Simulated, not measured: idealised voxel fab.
The document below concerns the process module designated voxel self aligned contacts.
Shown is cross-section cut, with a width of 145 nm and square cells of size 5 nm.
Heads up, the way a cross-section reads in here is a grid of square cells, handed over as bands from the top down, with every band being one or more rows of cells.
Within each band entry, the heights of the top and of the bottom of the band appear first, in that order and in nm; the materials of the band then follow from left to right, each with its corresponding width in nm. The designation "throughout" on a single material indicates that it fills the band from edge to edge; the designation "air" indicates empty space.
Height 0 is the level under which the wafer as received is all one material. The lowest band goes on downwards, as in "0 down".
When a width is written as two numbers, as in "30->40", the first number is the width in the top row of cells of the band and the second is the width in its bottom row, and the width changes by the same amount from each row to the next.
You'll sometimes find "nothing altered" written for a step, and that's the way of saying that nowhere in the cross-section did a cell change during that step.
This entry, "Sealed internal voids", enumerates those empty regions of no fewer than 8 cells that possess no open connection to the top. Each region is reported in the form width x height at distance, the distance being taken from the left edge, with all three quantities expressed in nm.
Whatever follows a step's settings on its line is a remark the simulator itself makes about that step.
A step line may carry the setting "overlay nm", which, for steps involving a mask, states the distance by which the mask lay to the right of its intended position; negative values denote displacement to the left.
## This section lists the process steps that were planned
step 1: RECEIVE with material Si
step 2: OXIDIZE with depth nm 5
step 3: DIRECTIONAL_DEP with material polySi, thk nm 20
step 4: DIRECTIONAL_DEP with material SiN, thk nm 15
step 5: DIRECTIONAL_DEP with material aC, thk nm 10
step 6: PATTERN with tone cover, mask id GATE, material resist, width nm 35, pitch nm 60, thk nm 30, overlay nm 0
step 7: DIRECTIONAL_ETCH with etch materials aC, depth nm 10
step 8: STRIP with etch materials resist
step 9: DIRECTIONAL_ETCH with etch materials SiN, depth nm 15
step 10: DIRECTIONAL_ETCH with etch materials polySi, depth nm 20
step 11: STRIP with etch materials aC
step 12: CONFORMAL_DEP with material SiN, thk nm 5
step 13: DIRECTIONAL_ETCH with etch materials SiN, depth nm 5
step 14: FILL_DEP with material SiO2, thk nm 15
step 15: CMP with height nm 40
step 16: MASKED_ETCH with tone open, mask id CONTACT, width nm 35, etch materials SiO2, depth nm 45, overlay nm 0
step 17: CONFORMAL_DEP with material TiN, thk nm 5
step 18: FILL_DEP with material Ru, thk nm 5
step 19: CMP with height nm 40
step 20: CONFORMAL_DEP with material SiN, thk nm 5
## The first of a set of two wafers, run to plan
## Cross-sectional view of the wafer in its as-received condition, corresponding to the state after step 1
0 down: Si throughout
Sealed internal voids: none
## Step 2 done - wafer cross-section
0 to -5: SiO2 throughout
No changes below -5.
## Step 3 done - wafer cross-section
20 to 0: polySi throughout
No changes below 0.
## Step 4 done - wafer cross-section
35 to 20: SiN throughout
No changes below 20.
## Step 5 done - wafer cross-section
45 to 35: aC throughout
No changes below 35.
## Step 6 done - wafer cross-section
75 to 45: 25 air, 35 resist, 25 air, 35 resist, 25 air
No changes below 45.
## Step 7 done - wafer cross-section
65 to 45: 25 air, 35 resist, 25 air, 35 resist, 25 air
45 to 35: 25 air, 35 aC, 25 air, 35 aC, 25 air
No changes below 35.
## Step 8 done - wafer cross-section
45 to 35: 25 air, 35 aC, 25 air, 35 aC, 25 air
No changes below 35.
## Step 9 done - wafer cross-section
45 to 35: 25 air, 35 aC, 25 air, 35 aC, 25 air
35 to 20: 25 air, 35 SiN, 25 air, 35 SiN, 25 air
No changes below 20.
## Step 10 done - wafer cross-section
45 to 35: 25 air, 35 aC, 25 air, 35 aC, 25 air
35 to 20: 25 air, 35 SiN, 25 air, 35 SiN, 25 air
20 to 0: 25 air, 35 polySi, 25 air, 35 polySi, 25 air
No changes below 0.
## Step 11 done - wafer cross-section
35 to 20: 25 air, 35 SiN, 25 air, 35 SiN, 25 air
No changes below 20.
## Step 12 done - wafer cross-section
40 to 20: 20 air, 45 SiN, 15 air, 45 SiN, 20 air
20 to 5: 20 air, 5 SiN, 35 polySi, 5 SiN, 15 air, 5 SiN, 35 polySi, 5 SiN, 20 air
5 to 0: 25 SiN, 35 polySi, 25 SiN, 35 polySi, 25 SiN
No changes below 0.
## Step 13 done - wafer cross-section
35 to 20: 20 air, 45 SiN, 15 air, 45 SiN, 20 air
20 to 0: 20 air, 5 SiN, 35 polySi, 5 SiN, 15 air, 5 SiN, 35 polySi, 5 SiN, 20 air
No changes below 0.
## Step 14 done - wafer cross-section
50 to 35: SiO2 throughout
35 to 20: 20 SiO2, 45 SiN, 15 SiO2, 45 SiN, 20 SiO2
20 to 0: 20 SiO2, 5 SiN, 35 polySi, 5 SiN, 15 SiO2, 5 SiN, 35 polySi, 5 SiN, 20 SiO2
No changes below 0.
## Step 15 done - wafer cross-section
40 to 35: SiO2 throughout
No changes below 35.
## Step 16 done - wafer cross-section
40 to 35: 55 SiO2, 35 air, 55 SiO2
35 to 20: 20 SiO2, 45 SiN, 15 air, 45 SiN, 20 SiO2
20 to 0: 20 SiO2, 5 SiN, 35 polySi, 5 SiN, 15 air, 5 SiN, 35 polySi, 5 SiN, 20 SiO2
0 to -5: 65 SiO2, 15 air, 65 SiO2
No changes below -5.
## Step 17 done - wafer cross-section
45 to 40: 60 TiN, 25 air, 60 TiN
40 to 35: 55 SiO2, 15 TiN, 5 air, 15 TiN, 55 SiO2
35 to 20: 20 SiO2, 45 SiN, 5 TiN, 5 air, 5 TiN, 45 SiN, 20 SiO2
20 to 0: 20 SiO2, 5 SiN, 35 polySi, 5 SiN, 5 TiN, 5 air, 5 TiN, 5 SiN, 35 polySi, 5 SiN, 20 SiO2
0 to -5: 65 SiO2, 15 TiN, 65 SiO2
No changes below -5.
## Step 18 done - wafer cross-section
50 to 45: Ru throughout
45 to 40: 60 TiN, 25 Ru, 60 TiN
40 to 35: 55 SiO2, 15 TiN, 5 Ru, 15 TiN, 55 SiO2
35 to 20: 20 SiO2, 45 SiN, 5 TiN, 5 Ru, 5 TiN, 45 SiN, 20 SiO2
20 to 0: 20 SiO2, 5 SiN, 35 polySi, 5 SiN, 5 TiN, 5 Ru, 5 TiN, 5 SiN, 35 polySi, 5 SiN, 20 SiO2
No changes below 0.
## Step 19 done - wafer cross-section
40 to 35: 55 SiO2, 15 TiN, 5 Ru, 15 TiN, 55 SiO2
No changes below 35.
## Step 20 done - wafer cross-section
45 to 40: SiN throughout
No changes below 40.
## The second wafer: identical to the first at the outset and in its planned sequence, differing only in that one mistake was made during processing; up to and including step 5, its path is the first wafer's path
## Cross-section, second wafer, at the end time the plan gives for step 6
75 to 45: 25 resist, 35 air, 25 resist, 35 air, 25 resist
No changes below 45.
## Cross-section, second wafer, at the end time the plan gives for step 7
65 to 45: 25 resist, 35 air, 25 resist, 35 air, 25 resist
45 to 35: 25 aC, 35 air, 25 aC, 35 air, 25 aC
No changes below 35.
## Cross-section, second wafer, at the end time the plan gives for step 8
45 to 35: 25 aC, 35 air, 25 aC, 35 air, 25 aC
No changes below 35.
## Cross-section, second wafer, at the end time the plan gives for step 9
45 to 35: 25 aC, 35 air, 25 aC, 35 air, 25 aC
35 to 20: 25 SiN, 35 air, 25 SiN, 35 air, 25 SiN
No changes below 20.
## Cross-section, second wafer, at the end time the plan gives for step 10
45 to 35: 25 aC, 35 air, 25 aC, 35 air, 25 aC
35 to 20: 25 SiN, 35 air, 25 SiN, 35 air, 25 SiN
20 to 0: 25 polySi, 35 air, 25 polySi, 35 air, 25 polySi
No changes below 0.
## Cross-section, second wafer, at the end time the plan gives for step 11
35 to 20: 25 SiN, 35 air, 25 SiN, 35 air, 25 SiN
No changes below 20.
## Cross-section, second wafer, at the end time the plan gives for step 12
40 to 20: 30 SiN, 25 air, 35 SiN, 25 air, 30 SiN
20 to 5: 25 polySi, 5 SiN, 25 air, 5 SiN, 25 polySi, 5 SiN, 25 air, 5 SiN, 25 polySi
5 to 0: 25 polySi, 35 SiN, 25 polySi, 35 SiN, 25 polySi
No changes below 0.
## Cross-section, second wafer, at the end time the plan gives for step 13
35 to 20: 30 SiN, 25 air, 35 SiN, 25 air, 30 SiN
20 to 0: 25 polySi, 5 SiN, 25 air, 5 SiN, 25 polySi, 5 SiN, 25 air, 5 SiN, 25 polySi
No changes below 0.
## Cross-section, second wafer, at the end time the plan gives for step 14
50 to 35: SiO2 throughout
35 to 20: 30 SiN, 25 SiO2, 35 SiN, 25 SiO2, 30 SiN
20 to 0: 25 polySi, 5 SiN, 25 SiO2, 5 SiN, 25 polySi, 5 SiN, 25 SiO2, 5 SiN, 25 polySi
No changes below 0.
## Cross-section, second wafer, at the end time the plan gives for step 15
40 to 35: SiO2 throughout
No changes below 35.
## Cross-section, second wafer, at the end time the plan gives for step 16
40 to 35: 55 SiO2, 35 air, 55 SiO2
No changes below 35.
## Cross-section, second wafer, at the end time the plan gives for step 17
45 to 40: 60 TiN, 25 air, 60 TiN
40 to 35: 55 SiO2, 35 TiN, 55 SiO2
No changes below 35.
## Cross-section, second wafer, at the end time the plan gives for step 18
50 to 45: Ru throughout
45 to 40: 60 TiN, 25 Ru, 60 TiN
No changes below 40.
## Cross-section, second wafer, at the end time the plan gives for step 19
40 to 35: 55 SiO2, 35 TiN, 55 SiO2
No changes below 35.
## Cross-section, second wafer, at the end time the plan gives for step 20
45 to 40: SiN throughout
No changes below 40.
Here's what went sideways: in deviation from the planned setting, step 6 was conducted as PATTERN with tone open, mask id GATE, material resist, width nm 35, pitch nm 60, thk nm 30, overlay nm 0
at the end the second wafer has, in cells: Ru -8; SiN +3; SiO2 +17; TiN -16; polySi +4
